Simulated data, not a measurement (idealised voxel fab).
Process module under the name voxel transistor to metal
For reference, the cross-section in this document is cut, with width 255 nm and square cells of 5 nm.
In what follows, cross-sections appear as grids of square cells, described through bands that run from the top down, where every band is one or more rows of cells.
Basically the band line says how high the top is and how high the bottom is, in nm, and then what's in it from left to right, every material with its width in nm. Empty space shows up as "blank", and if a single material carries "full width" it runs the full band edge to edge.
Basically, 0 is our baseline, since under it the wafer straight out of the box is all one material. The bottom band has no lower end and keeps on going down, so it looks like "0 down".
Read "30->40" as a graded width: first number on top, second number at the bottom, same change between each pair of neighbouring rows.
Take "nothing altered" at face value: in the step it is given for, the cross-section changed in none of its cells.
In the "Sealed void inventory" entry, you get each enclosed empty space of 8 cells or more, one with no open way to the top, written width x height at distance, distance from the left edge, in nm.
On each step's line, the part that comes after the settings is the simulator's own comment on the step.
Steps that use a mask can have "overlay nm" on their line. It says how far the mask sat to the right of where it was meant to be. Negative means to the left.
Pairs ahead. Before: cross-section ahead of one process step. After: cross-section once the step is done, shown to the lowest changed band only. Under each pair: that step, with settings. Caution: pairs may come from different runs of this module on the same starting wafer; a pair follows the pair above only where its "Pre-process" entry says so.

[Pre-process]
40 to 25: 45 nm blank, then 10 nm SiN, then 30 nm SiCN, then 10 nm SiN, then 60 nm blank, then 10 nm SiN, then 30 nm SiCN, then 10 nm SiN, then 50 nm blank
25 to 10: 45 nm blank, then 10 nm SiN, then 30 nm polySi, then 10 nm SiN, then 60 nm blank, then 10 nm SiN, then 30 nm polySi, then 10 nm SiN, then 50 nm blank
10 to 5: 30 nm blank, then 15 nm nSi, then 10 nm SiN, then 30 nm polySi, then 10 nm SiN, then 15 nm nSi, then 30 nm blank, then 15 nm nSi, then 10 nm SiN, then 30 nm polySi, then 10 nm SiN, then 15 nm nSi, then 35 nm blank
5 to 0: 20 nm blank, then 10 nm SiN, then 15 nm nSi, then 10 nm SiN, then 30 nm polySi, then 10 nm SiN, then 15 nm nSi, then 10 nm SiN, then 10 nm blank, then 10 nm SiN, then 15 nm nSi, then 10 nm SiN, then 30 nm polySi, then 10 nm SiN, then 15 nm nSi, then 10 nm SiN, then 25 nm blank
0 to -5: 30 nm SiO2, then 15 nm nSi, then 50 nm SiO2, then 15 nm nSi, then 30 nm SiO2, then 15 nm nSi, then 50 nm SiO2, then 15 nm nSi, then 35 nm SiO2
-5 to -15: 30 nm SiO2, then 15 nm nSi, then 50 nm Si, then 15 nm nSi, then 30 nm SiO2, then 15 nm nSi, then 50 nm Si, then 15 nm nSi, then 35 nm SiO2
-15 to -30: 30 nm SiO2, then 80 nm Si, then 30 nm SiO2, then 80 nm Si, then 35 nm SiO2
-30 down: Si full width
Sealed void inventory: none

[Post-Process View]
45 to 40: SiO2 full width
40 to 25: 45 nm SiO2, then 10 nm SiN, then 30 nm SiCN, then 10 nm SiN, then 60 nm SiO2, then 10 nm SiN, then 30 nm SiCN, then 10 nm SiN, then 50 nm SiO2
25 to 10: 45 nm SiO2, then 10 nm SiN, then 30 nm polySi, then 10 nm SiN, then 60 nm SiO2, then 10 nm SiN, then 30 nm polySi, then 10 nm SiN, then 50 nm SiO2
10 to 5: 30 nm SiO2, then 15 nm nSi, then 10 nm SiN, then 30 nm polySi, then 10 nm SiN, then 15 nm nSi, then 30 nm SiO2, then 15 nm nSi, then 10 nm SiN, then 30 nm polySi, then 10 nm SiN, then 15 nm nSi, then 35 nm SiO2
5 to 0: 20 nm SiO2, then 10 nm SiN, then 15 nm nSi, then 10 nm SiN, then 30 nm polySi, then 10 nm SiN, then 15 nm nSi, then 10 nm SiN, then 10 nm SiO2, then 10 nm SiN, then 15 nm nSi, then 10 nm SiN, then 30 nm polySi, then 10 nm SiN, then 15 nm nSi, then 10 nm SiN, then 25 nm SiO2
At heights below 0, the structure remains unaltered.
Sealed void inventory: none
Step between the cross-sections above: FILL_DEP, material SiO2, thk nm 5

Pre-process: the state before this step is the cross-section shown after the step in the pair just above.

[Post-Process View]
40 to 25: 45 nm SiO2, then 10 nm SiN, then 30 nm SiCN, then 10 nm SiN, then 60 nm SiO2, then 10 nm SiN, then 30 nm SiCN, then 10 nm SiN, then 50 nm SiO2
At heights below 25, the structure remains unaltered.
Sealed void inventory: none
Step between the cross-sections above: CMP, height nm 40

Pre-process: the state before this step is the cross-section shown after the step in the pair just above.

[Post-Process View]
50 to 40: SiO2 full width
At heights below 40, the structure remains unaltered.
Sealed void inventory: none
Step between the cross-sections above: DIRECTIONAL_DEP, material SiO2, thk nm 10

Pre-process: the state before this step is the cross-section shown after the step in the pair just above.

[Post-Process View]
65 to 50: 30 nm resist, then 25 nm blank, then 30 nm resist, then 25 nm blank, then 30 nm resist, then 25 nm blank, then 30 nm resist, then 25 nm blank, then 35 nm resist
At heights below 50, the structure remains unaltered.
Sealed void inventory: none
Step between the cross-sections above: PATTERN, tone open, mask id CONTACT, material resist, width nm 25, pitch nm 55, thk nm 15, overlay nm 0

Pre-process: the state before this step is the cross-section shown after the step in the pair just above.

[Post-Process View]
65 to 50: 30 nm resist, then 25 nm blank, then 30 nm resist, then 25 nm blank, then 30 nm resist, then 25 nm blank, then 30 nm resist, then 25 nm blank, then 35 nm resist
50 to 40: 30 nm SiO2, then 25 nm blank, then 30 nm SiO2, then 25 nm blank, then 30 nm SiO2, then 25 nm blank, then 30 nm SiO2, then 25 nm blank, then 35 nm SiO2
40 to 25: 30 nm SiO2, then 15 nm blank, then 10 nm SiN, then 30 nm SiCN, then 10 nm SiN, then 15 nm blank, then 30 nm SiO2, then 15 nm blank, then 10 nm SiN, then 30 nm SiCN, then 10 nm SiN, then 15 nm blank, then 35 nm SiO2
25 to 10: 30 nm SiO2, then 15 nm blank, then 10 nm SiN, then 30 nm polySi, then 10 nm SiN, then 15 nm blank, then 30 nm SiO2, then 15 nm blank, then 10 nm SiN, then 30 nm polySi, then 10 nm SiN, then 15 nm blank, then 35 nm SiO2
At heights below 10, the structure remains unaltered.
Sealed void inventory: none
Step between the cross-sections above: DIRECTIONAL_ETCH, etch materials SiO2, depth nm 50

Pre-process: the state before this step is the cross-section shown after the step in the pair just above.

[Post-Process View]
50 to 40: 30 nm SiO2, then 25 nm blank, then 30 nm SiO2, then 25 nm blank, then 30 nm SiO2, then 25 nm blank, then 30 nm SiO2, then 25 nm blank, then 35 nm SiO2
At heights below 40, the structure remains unaltered.
Sealed void inventory: none
Step between the cross-sections above: STRIP, etch materials resist

Pre-process: the state before this step is the cross-section shown after the step in the pair just above.

[Post-Process View]
55 to 50: 35 nm TiN, then 15 nm blank, then 40 nm TiN, then 15 nm blank, then 40 nm TiN, then 15 nm blank, then 40 nm TiN, then 15 nm blank, then 40 nm TiN
50 to 40: 30 nm SiO2, then 5 nm TiN, then 15->5 nm blank, then 5->15 nm TiN, then 30 nm SiO2, then 5->15 nm TiN, then 15->5 nm blank, then 5 nm TiN, then 30 nm SiO2, then 5 nm TiN, then 15->5 nm blank, then 5->15 nm TiN, then 30 nm SiO2, then 5->15 nm TiN, then 15->5 nm blank, then 5 nm TiN, then 35 nm SiO2
40 to 25: 30 nm SiO2, then 5 nm TiN, then 5 nm blank, then 5 nm TiN, then 10 nm SiN, then 30 nm SiCN, then 10 nm SiN, then 5 nm TiN, then 5 nm blank, then 5 nm TiN, then 30 nm SiO2, then 5 nm TiN, then 5 nm blank, then 5 nm TiN, then 10 nm SiN, then 30 nm SiCN, then 10 nm SiN, then 5 nm TiN, then 5 nm blank, then 5 nm TiN, then 35 nm SiO2
25 to 15: 30 nm SiO2, then 5 nm TiN, then 5 nm blank, then 5 nm TiN, then 10 nm SiN, then 30 nm polySi, then 10 nm SiN, then 5 nm TiN, then 5 nm blank, then 5 nm TiN, then 30 nm SiO2, then 5 nm TiN, then 5 nm blank, then 5 nm TiN, then 10 nm SiN, then 30 nm polySi, then 10 nm SiN, then 5 nm TiN, then 5 nm blank, then 5 nm TiN, then 35 nm SiO2
15 to 10: 30 nm SiO2, then 15 nm TiN, then 10 nm SiN, then 30 nm polySi, then 10 nm SiN, then 15 nm TiN, then 30 nm SiO2, then 15 nm TiN, then 10 nm SiN, then 30 nm polySi, then 10 nm SiN, then 15 nm TiN, then 35 nm SiO2
At heights below 10, the structure remains unaltered.
Sealed void inventory: none
Step between the cross-sections above: CONFORMAL_DEP, material TiN, thk nm 5

Pre-process: the state before this step is the cross-section shown after the step in the pair just above.

[Post-Process View]
60 to 55: Ru full width
55 to 50: 35 nm TiN, then 15 nm Ru, then 40 nm TiN, then 15 nm Ru, then 40 nm TiN, then 15 nm Ru, then 40 nm TiN, then 15 nm Ru, then 40 nm TiN
50 to 40: 30 nm SiO2, then 5 nm TiN, then 15->5 nm Ru, then 5->15 nm TiN, then 30 nm SiO2, then 5->15 nm TiN, then 15->5 nm Ru, then 5 nm TiN, then 30 nm SiO2, then 5 nm TiN, then 15->5 nm Ru, then 5->15 nm TiN, then 30 nm SiO2, then 5->15 nm TiN, then 15->5 nm Ru, then 5 nm TiN, then 35 nm SiO2
40 to 25: 30 nm SiO2, then 5 nm TiN, then 5 nm Ru, then 5 nm TiN, then 10 nm SiN, then 30 nm SiCN, then 10 nm SiN, then 5 nm TiN, then 5 nm Ru, then 5 nm TiN, then 30 nm SiO2, then 5 nm TiN, then 5 nm Ru, then 5 nm TiN, then 10 nm SiN, then 30 nm SiCN, then 10 nm SiN, then 5 nm TiN, then 5 nm Ru, then 5 nm TiN, then 35 nm SiO2
25 to 15: 30 nm SiO2, then 5 nm TiN, then 5 nm Ru, then 5 nm TiN, then 10 nm SiN, then 30 nm polySi, then 10 nm SiN, then 5 nm TiN, then 5 nm Ru, then 5 nm TiN, then 30 nm SiO2, then 5 nm TiN, then 5 nm Ru, then 5 nm TiN, then 10 nm SiN, then 30 nm polySi, then 10 nm SiN, then 5 nm TiN, then 5 nm Ru, then 5 nm TiN, then 35 nm SiO2
At heights below 15, the structure remains unaltered.
Sealed void inventory: none
Step between the cross-sections above: FILL_DEP, material Ru, thk nm 5

Pre-process: the state before this step is the cross-section shown after the step in the pair just above.

[Post-Process View]
50 to 40: 30 nm SiO2, then 5 nm TiN, then 15->5 nm Ru, then 5->15 nm TiN, then 30 nm SiO2, then 5->15 nm TiN, then 15->5 nm Ru, then 5 nm TiN, then 30 nm SiO2, then 5 nm TiN, then 15->5 nm Ru, then 5->15 nm TiN, then 30 nm SiO2, then 5->15 nm TiN, then 15->5 nm Ru, then 5 nm TiN, then 35 nm SiO2
At heights below 40, the structure remains unaltered.
Sealed void inventory: none
Step between the cross-sections above: CMP, height nm 50

Pre-process: the state before this step is the cross-section shown after the step in the pair just above.

[Post-Process View]
55 to 50: TiN full width
At heights below 50, the structure remains unaltered.
Sealed void inventory: none
Step between the cross-sections above: DIRECTIONAL_DEP, material TiN, thk nm 5

Pre-process: the state before this step is the cross-section shown after the step in the pair just above.

[Post-Process View]
70 to 55: Ru full width
At heights below 55, the structure remains unaltered.
Sealed void inventory: none
Step between the cross-sections above: DIRECTIONAL_DEP, material Ru, thk nm 15

Pre-process: the state before this step is the cross-section shown after the step in the pair just above.

[Post-Process View]
70 to 55: 30 nm blank, then 15 nm Ru, then 50 nm blank, then 15 nm Ru, then 30 nm blank, then 15 nm Ru, then 50 nm blank, then 15 nm Ru, then 35 nm blank
At heights below 55, the structure remains unaltered.
Sealed void inventory: none
Step between the cross-sections above: MASKED_ETCH, tone cover, mask id METAL_1, width nm 15, etch materials Ru, depth nm 15, overlay nm 0

Pre-process: the state before this step is the cross-section shown after the step in the pair just above.

[Post-Process View]
70 to 55: 30 nm blank, then 15 nm Ru, then 50 nm blank, then 15 nm Ru, then 30 nm blank, then 15 nm Ru, then 50 nm blank, then 15 nm Ru, then 35 nm blank
55 to 50: 30 nm blank, then 15 nm TiN, then 50 nm blank, then 15 nm TiN, then 30 nm blank, then 15 nm TiN, then 50 nm blank, then 15 nm TiN, then 35 nm blank
At heights below 50, the structure remains unaltered.
Sealed void inventory: none
Step between the cross-sections above: MASKED_ETCH, tone cover, mask id METAL_1, width nm 15, etch materials TiN, depth nm 5, overlay nm 0

Pre-process: the state before this step is the cross-section shown after the step in the pair just above.

[Post-Process View]
75 to 70: 25 nm blank, then 25 nm SiN, then 40 nm blank, then 25 nm SiN, then 20 nm blank, then 25 nm SiN, then 40 nm blank, then 25 nm SiN, then 30 nm blank
70 to 55: 25 nm blank, then 5 nm SiN, then 15 nm Ru, then 5 nm SiN, then 40 nm blank, then 5 nm SiN, then 15 nm Ru, then 5 nm SiN, then 20 nm blank, then 5 nm SiN, then 15 nm Ru, then 5 nm SiN, then 40 nm blank, then 5 nm SiN, then 15 nm Ru, then 5 nm SiN, then 30 nm blank
55 to 50: 30 nm SiN, then 15 nm TiN, then 50 nm SiN, then 15 nm TiN, then 30 nm SiN, then 15 nm TiN, then 50 nm SiN, then 15 nm TiN, then 35 nm SiN
At heights below 50, the structure remains unaltered.
Sealed void inventory: none
Step between the cross-sections above: CONFORMAL_DEP, material SiN, thk nm 5

Pre-process: the state before this step is the cross-section shown after the step in the pair just above.

[Post-Process View]
85 to 75: SiO2 full width
75 to 70: 25 nm SiO2, then 25 nm SiN, then 40 nm SiO2, then 25 nm SiN, then 20 nm SiO2, then 25 nm SiN, then 40 nm SiO2, then 25 nm SiN, then 30 nm SiO2
70 to 55: 25 nm SiO2, then 5 nm SiN, then 15 nm Ru, then 5 nm SiN, then 40 nm SiO2, then 5 nm SiN, then 15 nm Ru, then 5 nm SiN, then 20 nm SiO2, then 5 nm SiN, then 15 nm Ru, then 5 nm SiN, then 40 nm SiO2, then 5 nm SiN, then 15 nm Ru, then 5 nm SiN, then 30 nm SiO2
At heights below 55, the structure remains unaltered.
Sealed void inventory: none
Step between the cross-sections above: FILL_DEP, material SiO2, thk nm 10

Pre-process: the state before this step is the cross-section shown after the step in the pair just above.

[Post-Process View]
70 to 55: 25 nm SiO2, then 5 nm SiN, then 15 nm Ru, then 5 nm SiN, then 40 nm SiO2, then 5 nm SiN, then 15 nm Ru, then 5 nm SiN, then 20 nm SiO2, then 5 nm SiN, then 15 nm Ru, then 5 nm SiN, then 40 nm SiO2, then 5 nm SiN, then 15 nm Ru, then 5 nm SiN, then 30 nm SiO2
At heights below 55, the structure remains unaltered.
Sealed void inventory: none
Step between the cross-sections above: CMP, height nm 70

Pre-process: the state before this step is the cross-section shown after the step in the pair just above.

[Post-Process View]
75 to 70: SiCN full width
At heights below 70, the structure remains unaltered.
Sealed void inventory: none
Step between the cross-sections above: CONFORMAL_DEP, material SiCN, thk nm 5

Pre-process: the state before this step is the cross-section shown after the step in the pair just above.

[Post-Process View]
105 to 75: SiO2 full width
At heights below 75, the structure remains unaltered.
Sealed void inventory: none
Step between the cross-sections above: DIRECTIONAL_DEP, material SiO2, thk nm 30

Pre-process: the state before this step is the cross-section shown after the step in the pair just above.

[Post-Process View]
105 to 90: 30 nm SiO2, then 15 nm blank, then 95 nm SiO2, then 15 nm blank, then 100 nm SiO2
At heights below 90, the structure remains unaltered.
Sealed void inventory: none
Step between the cross-sections above: MASKED_ETCH, tone open, mask id METAL_2, width nm 15, pitch nm 110, etch materials SiO2, depth nm 15, overlay nm 0

Pre-process: the state before this step is the cross-section shown after the step in the pair just above.

[Post-Process View]
115 to 105: 30 nm aC, then 15 nm blank, then 95 nm aC, then 15 nm blank, then 100 nm aC
105 to 100: 30 nm SiO2, then 15 nm blank, then 95 nm SiO2, then 15 nm blank, then 100 nm SiO2
100 to 90: 30 nm SiO2, then 15 nm aC, then 95 nm SiO2, then 15 nm aC, then 100 nm SiO2
At heights below 90, the structure remains unaltered.
Sealed void inventory: none
Step between the cross-sections above: DIRECTIONAL_DEP, material aC, thk nm 10

Pre-process: the state before this step is the cross-section shown after the step in the pair just above.

[Post-Process View]
145 to 115: 30 nm resist, then 15 nm blank, then 95 nm resist, then 15 nm blank, then 100 nm resist
At heights below 115, the structure remains unaltered.
Sealed void inventory: none
Step between the cross-sections above: PATTERN, tone open, mask id METAL_2_HOLES, material resist, width nm 15, pitch nm 110, thk nm 30, overlay nm 0

Pre-process: the state before this step is the cross-section shown after the step in the pair just above.

[Post-Process View]
135 to 115: 30 nm resist, then 15 nm blank, then 95 nm resist, then 15 nm blank, then 100 nm resist
115 to 105: 30 nm aC, then 15 nm blank, then 95 nm aC, then 15 nm blank, then 100 nm aC
105 to 90: 30 nm SiO2, then 15 nm blank, then 95 nm SiO2, then 15 nm blank, then 100 nm SiO2
At heights below 90, the structure remains unaltered.
Sealed void inventory: none
Step between the cross-sections above: DIRECTIONAL_ETCH, etch materials aC, depth nm 10

Pre-process: the state before this step is the cross-section shown after the step in the pair just above.

[Post-Process View]
115 to 105: 30 nm aC, then 15 nm blank, then 95 nm aC, then 15 nm blank, then 100 nm aC
At heights below 105, the structure remains unaltered.
Sealed void inventory: none
Step between the cross-sections above: STRIP, etch materials resist

Pre-process: the state before this step is the cross-section shown after the step in the pair just above.

[Post-Process View]
115 to 105: 30 nm aC, then 15 nm blank, then 95 nm aC, then 15 nm blank, then 100 nm aC
105 to 75: 30 nm SiO2, then 15 nm blank, then 95 nm SiO2, then 15 nm blank, then 100 nm SiO2
At heights below 75, the structure remains unaltered.
Sealed void inventory: none
Step between the cross-sections above: DIRECTIONAL_ETCH, etch materials SiO2, depth nm 15

Pre-process: the state before this step is the cross-section shown after the step in the pair just above.

[Post-Process View]
115 to 105: 30 nm aC, then 15 nm blank, then 95 nm aC, then 15 nm blank, then 100 nm aC
105 to 75: 30 nm SiO2, then 15 nm blank, then 95 nm SiO2, then 15 nm blank, then 100 nm SiO2
75 to 70: 30 nm SiCN, then 15 nm blank, then 95 nm SiCN, then 15 nm blank, then 100 nm SiCN
At heights below 70, the structure remains unaltered.
Sealed void inventory: none
Step between the cross-sections above: DIRECTIONAL_ETCH, etch materials SiCN, depth nm 5

Pre-process: the state before this step is the cross-section shown after the step in the pair just above.

[Post-Process View]
105 to 75: 30 nm SiO2, then 15 nm blank, then 95 nm SiO2, then 15 nm blank, then 100 nm SiO2
At heights below 75, the structure remains unaltered.
Sealed void inventory: none
Step between the cross-sections above: STRIP, etch materials aC

Pre-process: the state before this step is the cross-section shown after the step in the pair just above.

[Post-Process View]
110 to 105: 35 nm TiN, then 5 nm blank, then 105 nm TiN, then 5 nm blank, then 105 nm TiN
105 to 75: 30 nm SiO2, then 5 nm TiN, then 5 nm blank, then 5 nm TiN, then 95 nm SiO2, then 5 nm TiN, then 5 nm blank, then 5 nm TiN, then 100 nm SiO2
75 to 70: 30 nm SiCN, then 15 nm TiN, then 95 nm SiCN, then 15 nm TiN, then 100 nm SiCN
At heights below 70, the structure remains unaltered.
Sealed void inventory: none
Step between the cross-sections above: CONFORMAL_DEP, material TiN, thk nm 5

Pre-process: the state before this step is the cross-section shown after the step in the pair just above.

[Post-Process View]
115 to 110: Ru full width
110 to 105: 35 nm TiN, then 5 nm Ru, then 105 nm TiN, then 5 nm Ru, then 105 nm TiN
105 to 75: 30 nm SiO2, then 5 nm TiN, then 5 nm Ru, then 5 nm TiN, then 95 nm SiO2, then 5 nm TiN, then 5 nm Ru, then 5 nm TiN, then 100 nm SiO2
At heights below 75, the structure remains unaltered.
Sealed void inventory: none
Step between the cross-sections above: FILL_DEP, material Ru, thk nm 5

Pre-process: the state before this step is the cross-section shown after the step in the pair just above.

[Post-Process View]
105 to 75: 30 nm SiO2, then 5 nm TiN, then 5 nm Ru, then 5 nm TiN, then 95 nm SiO2, then 5 nm TiN, then 5 nm Ru, then 5 nm TiN, then 100 nm SiO2
At heights below 75, the structure remains unaltered.
Sealed void inventory: none
Step between the cross-sections above: CMP, height nm 105

Pre-process: the state before this step is the cross-section shown after the step in the pair just above.

[Post-Process View]
110 to 105: SiN full width
At heights below 105, the structure remains unaltered.
Sealed void inventory: none
Step between the cross-sections above: CONFORMAL_DEP, material SiN, thk nm 5

[Pre-process]
50 to 40: SiO2 full width
40 to 25: 50 nm SiO2, then 10 nm SiN, then 20 nm SiCN, then 10 nm SiN, then 70 nm SiO2, then 10 nm SiN, then 20 nm SiCN, then 10 nm SiN, then 55 nm SiO2
25 to 10: 50 nm SiO2, then 10 nm SiN, then 20 nm polySi, then 10 nm SiN, then 70 nm SiO2, then 10 nm SiN, then 20 nm polySi, then 10 nm SiN, then 55 nm SiO2
10 to 5: 35 nm SiO2, then 15 nm nSi, then 10 nm SiN, then 20 nm polySi, then 10 nm SiN, then 15 nm nSi, then 40 nm SiO2, then 15 nm nSi, then 10 nm SiN, then 20 nm polySi, then 10 nm SiN, then 15 nm nSi, then 40 nm SiO2
5 to 0: 20 nm SiO2, then 10 nm SiN, then 5 nm SiO2, then 15 nm nSi, then 10 nm SiN, then 20 nm polySi, then 10 nm SiN, then 15 nm nSi, then 5 nm SiO2, then 10 nm SiN, then 10 nm SiO2, then 10 nm SiN, then 5 nm SiO2, then 15 nm nSi, then 10 nm SiN, then 20 nm polySi, then 10 nm SiN, then 15 nm nSi, then 5 nm SiO2, then 10 nm SiN, then 25 nm SiO2
0 to -5: 30 nm SiO2, then 20 nm nSi, then 40 nm SiO2, then 20 nm nSi, then 30 nm SiO2, then 20 nm nSi, then 40 nm SiO2, then 20 nm nSi, then 35 nm SiO2
-5 to -15: 30 nm SiO2, then 20 nm nSi, then 40 nm Si, then 20 nm nSi, then 30 nm SiO2, then 20 nm nSi, then 40 nm Si, then 20 nm nSi, then 35 nm SiO2
-15 to -30: 30 nm SiO2, then 80 nm Si, then 30 nm SiO2, then 80 nm Si, then 35 nm SiO2
-30 down: Si full width
Sealed void inventory: none

[Post-Process View]
65 to 50: 20 nm resist, then 25 nm blank, then 30 nm resist, then 25 nm blank, then 30 nm resist, then 25 nm blank, then 30 nm resist, then 25 nm blank, then 45 nm resist
At heights below 50, the structure remains unaltered.
Sealed void inventory: none
Step between the cross-sections above: PATTERN, tone open, mask id CONTACT, material resist, width nm 25, pitch nm 55, thk nm 15, overlay nm -10

Pre-process: the state before this step is the cross-section shown after the step in the pair just above.

[Post-Process View]
65 to 50: 20 nm resist, then 25 nm blank, then 30 nm resist, then 25 nm blank, then 30 nm resist, then 25 nm blank, then 30 nm resist, then 25 nm blank, then 45 nm resist
50 to 40: 20 nm SiO2, then 25 nm blank, then 30 nm SiO2, then 25 nm blank, then 30 nm SiO2, then 25 nm blank, then 30 nm SiO2, then 25 nm blank, then 45 nm SiO2
40 to 25: 20 nm SiO2, then 25 nm blank, then 5 nm SiO2, then 10 nm SiN, then 20 nm SiCN, then 10 nm SiN, then 10 nm blank, then 30 nm SiO2, then 25 nm blank, then 5 nm SiO2, then 10 nm SiN, then 20 nm SiCN, then 10 nm SiN, then 10 nm blank, then 45 nm SiO2
25 to 10: 20 nm SiO2, then 25 nm blank, then 5 nm SiO2, then 10 nm SiN, then 20 nm polySi, then 10 nm SiN, then 10 nm blank, then 30 nm SiO2, then 25 nm blank, then 5 nm SiO2, then 10 nm SiN, then 20 nm polySi, then 10 nm SiN, then 10 nm blank, then 45 nm SiO2
10 to 5: 20 nm SiO2, then 15 nm blank, then 15 nm nSi, then 10 nm SiN, then 20 nm polySi, then 10 nm SiN, then 15 nm nSi, then 25 nm SiO2, then 15 nm blank, then 15 nm nSi, then 10 nm SiN, then 20 nm polySi, then 10 nm SiN, then 15 nm nSi, then 40 nm SiO2
5 to 0: 20 nm SiO2, then 10 nm SiN, then 5 nm blank, then 15 nm nSi, then 10 nm SiN, then 20 nm polySi, then 10 nm SiN, then 15 nm nSi, then 5 nm SiO2, then 10 nm SiN, then 10 nm SiO2, then 10 nm SiN, then 5 nm blank, then 15 nm nSi, then 10 nm SiN, then 20 nm polySi, then 10 nm SiN, then 15 nm nSi, then 5 nm SiO2, then 10 nm SiN, then 25 nm SiO2
At heights below 0, the structure remains unaltered.
Sealed void inventory: none
Step between the cross-sections above: DIRECTIONAL_ETCH, etch materials SiO2, depth nm 50

Pre-process: the state before this step is the cross-section shown after the step in the pair just above.

[Post-Process View]
50 to 40: 20 nm SiO2, then 25 nm blank, then 30 nm SiO2, then 25 nm blank, then 30 nm SiO2, then 25 nm blank, then 30 nm SiO2, then 25 nm blank, then 45 nm SiO2
At heights below 40, the structure remains unaltered.
Sealed void inventory: none
Step between the cross-sections above: STRIP, etch materials resist

Pre-process: the state before this step is the cross-section shown after the step in the pair just above.

[Post-Process View]
55 to 50: 25 nm TiN, then 15 nm blank, then 40 nm TiN, then 15 nm blank, then 40 nm TiN, then 15 nm blank, then 40 nm TiN, then 15 nm blank, then 50 nm TiN
50 to 45: 20 nm SiO2, then 5 nm TiN, then 15 nm blank, then 5 nm TiN, then 30 nm SiO2, then 5 nm TiN, then 15 nm blank, then 5 nm TiN, then 30 nm SiO2, then 5 nm TiN, then 15 nm blank, then 5 nm TiN, then 30 nm SiO2, then 5 nm TiN, then 15 nm blank, then 5 nm TiN, then 45 nm SiO2
45 to 40: 20 nm SiO2, then 5 nm TiN, then 15 nm blank, then 5 nm TiN, then 30 nm SiO2, then 25 nm TiN, then 30 nm SiO2, then 5 nm TiN, then 15 nm blank, then 5 nm TiN, then 30 nm SiO2, then 25 nm TiN, then 45 nm SiO2
40 to 25: 20 nm SiO2, then 5 nm TiN, then 15 nm blank, then 5 nm TiN, then 5 nm SiO2, then 10 nm SiN, then 20 nm SiCN, then 10 nm SiN, then 10 nm TiN, then 30 nm SiO2, then 5 nm TiN, then 15 nm blank, then 5 nm TiN, then 5 nm SiO2, then 10 nm SiN, then 20 nm SiCN, then 10 nm SiN, then 10 nm TiN, then 45 nm SiO2
25 to 15: 20 nm SiO2, then 5 nm TiN, then 15 nm blank, then 5 nm TiN, then 5 nm SiO2, then 10 nm SiN, then 20 nm polySi, then 10 nm SiN, then 10 nm TiN, then 30 nm SiO2, then 5 nm TiN, then 15 nm blank, then 5 nm TiN, then 5 nm SiO2, then 10 nm SiN, then 20 nm polySi, then 10 nm SiN, then 10 nm TiN, then 45 nm SiO2
15 to 10: 20 nm SiO2, then 5 nm TiN, then 5 nm blank, then 15 nm TiN, then 5 nm SiO2, then 10 nm SiN, then 20 nm polySi, then 10 nm SiN, then 10 nm TiN, then 30 nm SiO2, then 5 nm TiN, then 5 nm blank, then 15 nm TiN, then 5 nm SiO2, then 10 nm SiN, then 20 nm polySi, then 10 nm SiN, then 10 nm TiN, then 45 nm SiO2
10 to 5: 20 nm SiO2, then 15 nm TiN, then 15 nm nSi, then 10 nm SiN, then 20 nm polySi, then 10 nm SiN, then 15 nm nSi, then 25 nm SiO2, then 15 nm TiN, then 15 nm nSi, then 10 nm SiN, then 20 nm polySi, then 10 nm SiN, then 15 nm nSi, then 40 nm SiO2
5 to 0: 20 nm SiO2, then 10 nm SiN, then 5 nm TiN, then 15 nm nSi, then 10 nm SiN, then 20 nm polySi, then 10 nm SiN, then 15 nm nSi, then 5 nm SiO2, then 10 nm SiN, then 10 nm SiO2, then 10 nm SiN, then 5 nm TiN, then 15 nm nSi, then 10 nm SiN, then 20 nm polySi, then 10 nm SiN, then 15 nm nSi, then 5 nm SiO2, then 10 nm SiN, then 25 nm SiO2
At heights below 0, the structure remains unaltered.
Sealed void inventory: none
Step between the cross-sections above: CONFORMAL_DEP, material TiN, thk nm 5

Pre-process: the state before this step is the cross-section shown after the step in the pair just above.

[Post-Process View]
60 to 55: Ru full width
55 to 50: 25 nm TiN, then 15 nm Ru, then 40 nm TiN, then 15 nm Ru, then 40 nm TiN, then 15 nm Ru, then 40 nm TiN, then 15 nm Ru, then 50 nm TiN
50 to 45: 20 nm SiO2, then 5 nm TiN, then 15 nm Ru, then 5 nm TiN, then 30 nm SiO2, then 5 nm TiN, then 15 nm Ru, then 5 nm TiN, then 30 nm SiO2, then 5 nm TiN, then 15 nm Ru, then 5 nm TiN, then 30 nm SiO2, then 5 nm TiN, then 15 nm Ru, then 5 nm TiN, then 45 nm SiO2
45 to 40: 20 nm SiO2, then 5 nm TiN, then 15 nm Ru, then 5 nm TiN, then 30 nm SiO2, then 25 nm TiN, then 30 nm SiO2, then 5 nm TiN, then 15 nm Ru, then 5 nm TiN, then 30 nm SiO2, then 25 nm TiN, then 45 nm SiO2
40 to 25: 20 nm SiO2, then 5 nm TiN, then 15 nm Ru, then 5 nm TiN, then 5 nm SiO2, then 10 nm SiN, then 20 nm SiCN, then 10 nm SiN, then 10 nm TiN, then 30 nm SiO2, then 5 nm TiN, then 15 nm Ru, then 5 nm TiN, then 5 nm SiO2, then 10 nm SiN, then 20 nm SiCN, then 10 nm SiN, then 10 nm TiN, then 45 nm SiO2
25 to 15: 20 nm SiO2, then 5 nm TiN, then 15 nm Ru, then 5 nm TiN, then 5 nm SiO2, then 10 nm SiN, then 20 nm polySi, then 10 nm SiN, then 10 nm TiN, then 30 nm SiO2, then 5 nm TiN, then 15 nm Ru, then 5 nm TiN, then 5 nm SiO2, then 10 nm SiN, then 20 nm polySi, then 10 nm SiN, then 10 nm TiN, then 45 nm SiO2
15 to 10: 20 nm SiO2, then 5 nm TiN, then 5 nm Ru, then 15 nm TiN, then 5 nm SiO2, then 10 nm SiN, then 20 nm polySi, then 10 nm SiN, then 10 nm TiN, then 30 nm SiO2, then 5 nm TiN, then 5 nm Ru, then 15 nm TiN, then 5 nm SiO2, then 10 nm SiN, then 20 nm polySi, then 10 nm SiN, then 10 nm TiN, then 45 nm SiO2
At heights below 10, the structure remains unaltered.
Sealed void inventory: none
Step between the cross-sections above: FILL_DEP, material Ru, thk nm 5

Pre-process: the state before this step is the cross-section shown after the step in the pair just above.

[Post-Process View]
50 to 45: 20 nm SiO2, then 5 nm TiN, then 15 nm Ru, then 5 nm TiN, then 30 nm SiO2, then 5 nm TiN, then 15 nm Ru, then 5 nm TiN, then 30 nm SiO2, then 5 nm TiN, then 15 nm Ru, then 5 nm TiN, then 30 nm SiO2, then 5 nm TiN, then 15 nm Ru, then 5 nm TiN, then 45 nm SiO2
At heights below 45, the structure remains unaltered.
Sealed void inventory: none
Step between the cross-sections above: CMP, height nm 50

Pre-process: the state before this step is the cross-section shown after the step in the pair just above.

[Post-Process View]
55 to 50: TiN full width
At heights below 50, the structure remains unaltered.
Sealed void inventory: none
Step between the cross-sections above: DIRECTIONAL_DEP, material TiN, thk nm 5
